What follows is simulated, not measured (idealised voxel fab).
The following process module bears the name voxel wiring stack.
We display cut, a cross-section 185 nm in width whose square cells are each 5 nm.
Cross-sections here: square-cell grids, written as top-down lists of bands, a band being one or more rows of cells.
Basically the band line says how high the top is and how high the bottom is, in nm, and then what's in it from left to right, every material with its width in nm. Empty space shows up as "blank", and if a single material carries "edge to edge" it runs the full band edge to edge.
For the purposes of this specification, 0 denotes the height below which the wafer in its as-received condition is composed wholly of one material, and the lowermost band, lacking a lower limit, extends downward without end, as expressed in "top 0, no bottom".
Width spec "30 to 40" -> top row of cells at first value, bottom row at second value, equal per-row change in between.
It should be understood that the words "identical to before", when stated for a given step, signify that the cross-section underwent no change in any of its cells during that step.
The list in "Enclosed internal cavities" covers empty spaces of 8 cells or more that cannot reach the top through any open way, and it gives each as width x height at distance; the distance is from the left edge, and width, height and distance are in nm.
after a step's settings: what the simulator itself notes on the step
Among the settings permitted on a step's line is "overlay nm"; applied to a step with a mask, it specifies the extent to which the mask lay to the right of its planned position, whereas a negative figure signifies a position to the left.

Intended process steps
1. RECEIVE [material Si]
2. CONFORMAL_DEP [material SiO2] [thk nm 15]
3. CONFORMAL_DEP [material SiN] [thk nm 5]
4. DIRECTIONAL_DEP [material lowk] [thk nm 20]
5. PATTERN [tone open] [mask id METAL_1] [material resist] [width nm 20] [pitch nm 45] [thk nm 20] [overlay nm 0]
6. DIRECTIONAL_ETCH [etch materials lowk] [depth nm 20]
7. DIRECTIONAL_ETCH [etch materials SiN] [depth nm 5]
8. STRIP [etch materials resist]
9. CONFORMAL_DEP [material TiN] [thk nm 5]
10. FILL_DEP [material Cu] [thk nm 10]
11. CMP [height nm 40]
12. EPI [material Ru] [thk nm 5]
13. FILL_DEP [material SiCN] [thk nm 5]
14. DIRECTIONAL_DEP [material lowk] [thk nm 20]
15. MASKED_ETCH [tone open] [mask id PLUG_1] [width nm 15] [pitch nm 90] [etch materials lowk] [depth nm 20] [overlay nm 0]
16. MASKED_ETCH [tone open] [mask id PLUG_1] [width nm 15] [pitch nm 90] [etch materials SiCN] [depth nm 5] [overlay nm 0]
17. CONFORMAL_DEP [material TiN] [thk nm 5]
18. FILL_DEP [material W] [thk nm 5]
19. CMP [height nm 70]
20. DIRECTIONAL_DEP [material TiN] [thk nm 5]
21. DIRECTIONAL_DEP [material Ru] [thk nm 25]
22. DIRECTIONAL_DEP [material aC] [thk nm 10]
23. PATTERN [tone cover] [mask id METAL_2] [material resist] [width nm 20] [pitch nm 45] [thk nm 30] [overlay nm 0]
24. DIRECTIONAL_ETCH [etch materials aC] [depth nm 10]
25. STRIP [etch materials resist]
26. DIRECTIONAL_ETCH [etch materials Ru] [depth nm 25]
27. DIRECTIONAL_ETCH [etch materials TiN] [depth nm 5]
28. STRIP [etch materials aC]
29. FILL_DEP [material SiO2] [thk nm 10]
30. CMP [height nm 100]
31. CONFORMAL_DEP [material SiCN] [thk nm 5]

First of two wafers, with the run carried out as planned

This is the cross-section of the wafer as we received it, i.e. after step 1
  top 0, no bottom | Si edge to edge
  Enclosed internal cavities: none

Step 2 done - wafer cross-section
  top 15, bottom 0 | SiO2 edge to edge
  below 0: unchanged

Step 3 done - wafer cross-section
  top 20, bottom 15 | SiN edge to edge
  below 15: unchanged

Step 4 done - wafer cross-section
  top 40, bottom 20 | lowk edge to edge
  below 20: unchanged

Step 5 done - wafer cross-section
  top 60, bottom 40 | resist: 35; blank: 20; resist: 25; blank: 20; resist: 25; blank: 20; resist: 40
  below 40: unchanged

Step 6 done - wafer cross-section
  top 60, bottom 40 | resist: 35; blank: 20; resist: 25; blank: 20; resist: 25; blank: 20; resist: 40
  top 40, bottom 20 | lowk: 35; blank: 20; lowk: 25; blank: 20; lowk: 25; blank: 20; lowk: 40
  below 20: unchanged

Step 7 done - wafer cross-section
  top 60, bottom 40 | resist: 35; blank: 20; resist: 25; blank: 20; resist: 25; blank: 20; resist: 40
  top 40, bottom 20 | lowk: 35; blank: 20; lowk: 25; blank: 20; lowk: 25; blank: 20; lowk: 40
  top 20, bottom 15 | SiN: 35; blank: 20; SiN: 25; blank: 20; SiN: 25; blank: 20; SiN: 40
  below 15: unchanged

Step 8 done - wafer cross-section
  top 40, bottom 20 | lowk: 35; blank: 20; lowk: 25; blank: 20; lowk: 25; blank: 20; lowk: 40
  below 20: unchanged

Step 9 done - wafer cross-section
  top 45, bottom 40 | TiN: 40; blank: 10; TiN: 35; blank: 10; TiN: 35; blank: 10; TiN: 45
  top 40, bottom 20 | lowk: 35; TiN: 5; blank: 10; TiN: 5; lowk: 25; TiN: 5; blank: 10; TiN: 5; lowk: 25; TiN: 5; blank: 10; TiN: 5; lowk: 40
  top 20, bottom 15 | SiN: 35; TiN: 20; SiN: 25; TiN: 20; SiN: 25; TiN: 20; SiN: 40
  below 15: unchanged

Step 10 done - wafer cross-section
  top 55, bottom 45 | Cu edge to edge
  top 45, bottom 40 | TiN: 40; Cu: 10; TiN: 35; Cu: 10; TiN: 35; Cu: 10; TiN: 45
  top 40, bottom 20 | lowk: 35; TiN: 5; Cu: 10; TiN: 5; lowk: 25; TiN: 5; Cu: 10; TiN: 5; lowk: 25; TiN: 5; Cu: 10; TiN: 5; lowk: 40
  below 20: unchanged

Step 11 done - wafer cross-section
  top 40, bottom 20 | lowk: 35; TiN: 5; Cu: 10; TiN: 5; lowk: 25; TiN: 5; Cu: 10; TiN: 5; lowk: 25; TiN: 5; Cu: 10; TiN: 5; lowk: 40
  below 20: unchanged

Step 12 done - wafer cross-section
  top 45, bottom 40 | blank: 30; Ru: 30; blank: 15; Ru: 30; blank: 15; Ru: 30; blank: 35
  below 40: unchanged

Step 13 done - wafer cross-section
  top 50, bottom 45 | SiCN edge to edge
  top 45, bottom 40 | SiCN: 30; Ru: 30; SiCN: 15; Ru: 30; SiCN: 15; Ru: 30; SiCN: 35
  below 40: unchanged

Step 14 done - wafer cross-section
  top 70, bottom 50 | lowk edge to edge
  below 50: unchanged

Step 15 done - wafer cross-section
  top 70, bottom 50 | lowk: 35; blank: 15; lowk: 75; blank: 15; lowk: 45
  below 50: unchanged

Step 16 done - wafer cross-section
  top 70, bottom 50 | lowk: 35; blank: 15; lowk: 75; blank: 15; lowk: 45
  top 50, bottom 45 | SiCN: 35; blank: 15; SiCN: 75; blank: 15; SiCN: 45
  below 45: unchanged

Step 17 done - wafer cross-section
  top 75, bottom 70 | TiN: 40; blank: 5; TiN: 85; blank: 5; TiN: 50
  top 70, bottom 50 | lowk: 35; TiN: 5; blank: 5; TiN: 5; lowk: 75; TiN: 5; blank: 5; TiN: 5; lowk: 45
  top 50, bottom 45 | SiCN: 35; TiN: 15; SiCN: 75; TiN: 15; SiCN: 45
  below 45: unchanged

Step 18 done - wafer cross-section
  top 80, bottom 75 | W edge to edge
  top 75, bottom 70 | TiN: 40; W: 5; TiN: 85; W: 5; TiN: 50
  top 70, bottom 50 | lowk: 35; TiN: 5; W: 5; TiN: 5; lowk: 75; TiN: 5; W: 5; TiN: 5; lowk: 45
  below 50: unchanged

Step 19 done - wafer cross-section
  top 70, bottom 50 | lowk: 35; TiN: 5; W: 5; TiN: 5; lowk: 75; TiN: 5; W: 5; TiN: 5; lowk: 45
  below 50: unchanged

Step 20 done - wafer cross-section
  top 75, bottom 70 | TiN edge to edge
  below 70: unchanged

Step 21 done - wafer cross-section
  top 100, bottom 75 | Ru edge to edge
  below 75: unchanged

Step 22 done - wafer cross-section
  top 110, bottom 100 | aC edge to edge
  below 100: unchanged

Step 23 done - wafer cross-section
  top 140, bottom 110 | blank: 35; resist: 20; blank: 25; resist: 20; blank: 25; resist: 20; blank: 40
  below 110: unchanged

Step 24 done - wafer cross-section
  top 130, bottom 110 | blank: 35; resist: 20; blank: 25; resist: 20; blank: 25; resist: 20; blank: 40
  top 110, bottom 100 | blank: 35; aC: 20; blank: 25; aC: 20; blank: 25; aC: 20; blank: 40
  below 100: unchanged

Step 25 done - wafer cross-section
  top 110, bottom 100 | blank: 35; aC: 20; blank: 25; aC: 20; blank: 25; aC: 20; blank: 40
  below 100: unchanged

Step 26 done - wafer cross-section
  top 110, bottom 100 | blank: 35; aC: 20; blank: 25; aC: 20; blank: 25; aC: 20; blank: 40
  top 100, bottom 75 | blank: 35; Ru: 20; blank: 25; Ru: 20; blank: 25; Ru: 20; blank: 40
  below 75: unchanged

Step 27 done - wafer cross-section
  top 110, bottom 100 | blank: 35; aC: 20; blank: 25; aC: 20; blank: 25; aC: 20; blank: 40
  top 100, bottom 75 | blank: 35; Ru: 20; blank: 25; Ru: 20; blank: 25; Ru: 20; blank: 40
  top 75, bottom 70 | blank: 35; TiN: 20; blank: 25; TiN: 20; blank: 25; TiN: 20; blank: 40
  below 70: unchanged

Step 28 done - wafer cross-section
  top 100, bottom 75 | blank: 35; Ru: 20; blank: 25; Ru: 20; blank: 25; Ru: 20; blank: 40
  below 75: unchanged

Step 29 done - wafer cross-section
  top 110, bottom 100 | SiO2 edge to edge
  top 100, bottom 75 | SiO2: 35; Ru: 20; SiO2: 25; Ru: 20; SiO2: 25; Ru: 20; SiO2: 40
  top 75, bottom 70 | SiO2: 35; TiN: 20; SiO2: 25; TiN: 20; SiO2: 25; TiN: 20; SiO2: 40
  below 70: unchanged

Step 30 done - wafer cross-section
  top 100, bottom 75 | SiO2: 35; Ru: 20; SiO2: 25; Ru: 20; SiO2: 25; Ru: 20; SiO2: 40
  below 75: unchanged

Step 31 done - wafer cross-section
  top 105, bottom 100 | SiCN edge to edge
  below 100: unchanged

second wafer: like start, like plan, one mistake. Through step 1 it matches the first wafer

Second wafer profile in section, at the moment step 2 of the plan was meant to be complete
  top 30, bottom 0 | SiO2 edge to edge
  below 0: unchanged

Second wafer profile in section, at the moment step 3 of the plan was meant to be complete
  top 35, bottom 30 | SiN edge to edge
  below 30: unchanged

Second wafer profile in section, at the moment step 4 of the plan was meant to be complete
  top 55, bottom 35 | lowk edge to edge
  below 35: unchanged

Second wafer profile in section, at the moment step 5 of the plan was meant to be complete
  top 75, bottom 55 | resist: 35; blank: 20; resist: 25; blank: 20; resist: 25; blank: 20; resist: 40
  below 55: unchanged

Second wafer profile in section, at the moment step 6 of the plan was meant to be complete
  top 75, bottom 55 | resist: 35; blank: 20; resist: 25; blank: 20; resist: 25; blank: 20; resist: 40
  top 55, bottom 35 | lowk: 35; blank: 20; lowk: 25; blank: 20; lowk: 25; blank: 20; lowk: 40
  below 35: unchanged

Second wafer profile in section, at the moment step 7 of the plan was meant to be complete
  top 75, bottom 55 | resist: 35; blank: 20; resist: 25; blank: 20; resist: 25; blank: 20; resist: 40
  top 55, bottom 35 | lowk: 35; blank: 20; lowk: 25; blank: 20; lowk: 25; blank: 20; lowk: 40
  top 35, bottom 30 | SiN: 35; blank: 20; SiN: 25; blank: 20; SiN: 25; blank: 20; SiN: 40
  below 30: unchanged

Second wafer profile in section, at the moment step 8 of the plan was meant to be complete
  top 55, bottom 35 | lowk: 35; blank: 20; lowk: 25; blank: 20; lowk: 25; blank: 20; lowk: 40
  below 35: unchanged

Second wafer profile in section, at the moment step 9 of the plan was meant to be complete
  top 60, bottom 55 | TiN: 40; blank: 10; TiN: 35; blank: 10; TiN: 35; blank: 10; TiN: 45
  top 55, bottom 35 | lowk: 35; TiN: 5; blank: 10; TiN: 5; lowk: 25; TiN: 5; blank: 10; TiN: 5; lowk: 25; TiN: 5; blank: 10; TiN: 5; lowk: 40
  top 35, bottom 30 | SiN: 35; TiN: 20; SiN: 25; TiN: 20; SiN: 25; TiN: 20; SiN: 40
  below 30: unchanged

Second wafer profile in section, at the moment step 10 of the plan was meant to be complete
  top 70, bottom 60 | Cu edge to edge
  top 60, bottom 55 | TiN: 40; Cu: 10; TiN: 35; Cu: 10; TiN: 35; Cu: 10; TiN: 45
  top 55, bottom 35 | lowk: 35; TiN: 5; Cu: 10; TiN: 5; lowk: 25; TiN: 5; Cu: 10; TiN: 5; lowk: 25; TiN: 5; Cu: 10; TiN: 5; lowk: 40
  below 35: unchanged

Second wafer profile in section, at the moment step 11 of the plan was meant to be complete
  top 40, bottom 35 | lowk: 35; TiN: 5; Cu: 10; TiN: 5; lowk: 25; TiN: 5; Cu: 10; TiN: 5; lowk: 25; TiN: 5; Cu: 10; TiN: 5; lowk: 40
  below 35: unchanged

Second wafer profile in section, at the moment step 12 of the plan was meant to be complete
  top 45, bottom 40 | blank: 30; Ru: 30; blank: 15; Ru: 30; blank: 15; Ru: 30; blank: 35
  below 40: unchanged

Second wafer profile in section, at the moment step 13 of the plan was meant to be complete
  top 50, bottom 45 | SiCN edge to edge
  top 45, bottom 40 | SiCN: 30; Ru: 30; SiCN: 15; Ru: 30; SiCN: 15; Ru: 30; SiCN: 35
  below 40: unchanged

Second wafer profile in section, at the moment step 14 of the plan was meant to be complete
  top 70, bottom 50 | lowk edge to edge
  below 50: unchanged

Second wafer profile in section, at the moment step 15 of the plan was meant to be complete
  top 70, bottom 50 | lowk: 35; blank: 15; lowk: 75; blank: 15; lowk: 45
  below 50: unchanged

Second wafer profile in section, at the moment step 16 of the plan was meant to be complete
  top 70, bottom 50 | lowk: 35; blank: 15; lowk: 75; blank: 15; lowk: 45
  top 50, bottom 45 | SiCN: 35; blank: 15; SiCN: 75; blank: 15; SiCN: 45
  below 45: unchanged

Second wafer profile in section, at the moment step 17 of the plan was meant to be complete
  top 75, bottom 70 | TiN: 40; blank: 5; TiN: 85; blank: 5; TiN: 50
  top 70, bottom 50 | lowk: 35; TiN: 5; blank: 5; TiN: 5; lowk: 75; TiN: 5; blank: 5; TiN: 5; lowk: 45
  top 50, bottom 45 | SiCN: 35; TiN: 15; SiCN: 75; TiN: 15; SiCN: 45
  below 45: unchanged

Second wafer profile in section, at the moment step 18 of the plan was meant to be complete
  top 80, bottom 75 | W edge to edge
  top 75, bottom 70 | TiN: 40; W: 5; TiN: 85; W: 5; TiN: 50
  top 70, bottom 50 | lowk: 35; TiN: 5; W: 5; TiN: 5; lowk: 75; TiN: 5; W: 5; TiN: 5; lowk: 45
  below 50: unchanged

Second wafer profile in section, at the moment step 19 of the plan was meant to be complete
  top 70, bottom 50 | lowk: 35; TiN: 5; W: 5; TiN: 5; lowk: 75; TiN: 5; W: 5; TiN: 5; lowk: 45
  below 50: unchanged

Second wafer profile in section, at the moment step 20 of the plan was meant to be complete
  top 75, bottom 70 | TiN edge to edge
  below 70: unchanged

Second wafer profile in section, at the moment step 21 of the plan was meant to be complete
  top 100, bottom 75 | Ru edge to edge
  below 75: unchanged

Second wafer profile in section, at the moment step 22 of the plan was meant to be complete
  top 110, bottom 100 | aC edge to edge
  below 100: unchanged

Second wafer profile in section, at the moment step 23 of the plan was meant to be complete
  top 140, bottom 110 | blank: 35; resist: 20; blank: 25; resist: 20; blank: 25; resist: 20; blank: 40
  below 110: unchanged

Second wafer profile in section, at the moment step 24 of the plan was meant to be complete
  top 130, bottom 110 | blank: 35; resist: 20; blank: 25; resist: 20; blank: 25; resist: 20; blank: 40
  top 110, bottom 100 | blank: 35; aC: 20; blank: 25; aC: 20; blank: 25; aC: 20; blank: 40
  below 100: unchanged

Second wafer profile in section, at the moment step 25 of the plan was meant to be complete
  top 110, bottom 100 | blank: 35; aC: 20; blank: 25; aC: 20; blank: 25; aC: 20; blank: 40
  below 100: unchanged

Second wafer profile in section, at the moment step 26 of the plan was meant to be complete
  top 110, bottom 100 | blank: 35; aC: 20; blank: 25; aC: 20; blank: 25; aC: 20; blank: 40
  top 100, bottom 75 | blank: 35; Ru: 20; blank: 25; Ru: 20; blank: 25; Ru: 20; blank: 40
  below 75: unchanged

Second wafer profile in section, at the moment step 27 of the plan was meant to be complete
  top 110, bottom 100 | blank: 35; aC: 20; blank: 25; aC: 20; blank: 25; aC: 20; blank: 40
  top 100, bottom 75 | blank: 35; Ru: 20; blank: 25; Ru: 20; blank: 25; Ru: 20; blank: 40
  top 75, bottom 70 | blank: 35; TiN: 20; blank: 25; TiN: 20; blank: 25; TiN: 20; blank: 40
  below 70: unchanged

Second wafer profile in section, at the moment step 28 of the plan was meant to be complete
  top 100, bottom 75 | blank: 35; Ru: 20; blank: 25; Ru: 20; blank: 25; Ru: 20; blank: 40
  below 75: unchanged

Second wafer profile in section, at the moment step 29 of the plan was meant to be complete
  top 110, bottom 100 | SiO2 edge to edge
  top 100, bottom 75 | SiO2: 35; Ru: 20; SiO2: 25; Ru: 20; SiO2: 25; Ru: 20; SiO2: 40
  top 75, bottom 70 | SiO2: 35; TiN: 20; SiO2: 25; TiN: 20; SiO2: 25; TiN: 20; SiO2: 40
  below 70: unchanged

Second wafer profile in section, at the moment step 30 of the plan was meant to be complete
  top 100, bottom 75 | SiO2: 35; Ru: 20; SiO2: 25; Ru: 20; SiO2: 25; Ru: 20; SiO2: 40
  below 75: unchanged

Second wafer profile in section, at the moment step 31 of the plan was meant to be complete
  top 105, bottom 100 | SiCN edge to edge
  below 100: unchanged
Deviation from plan: it should be noted that step 2 of the plan was executed twice
at the end the second wafer has, in cells: 18 fewer of Cu, 111 more of SiO2, 18 fewer of TiN, 75 fewer of lowk
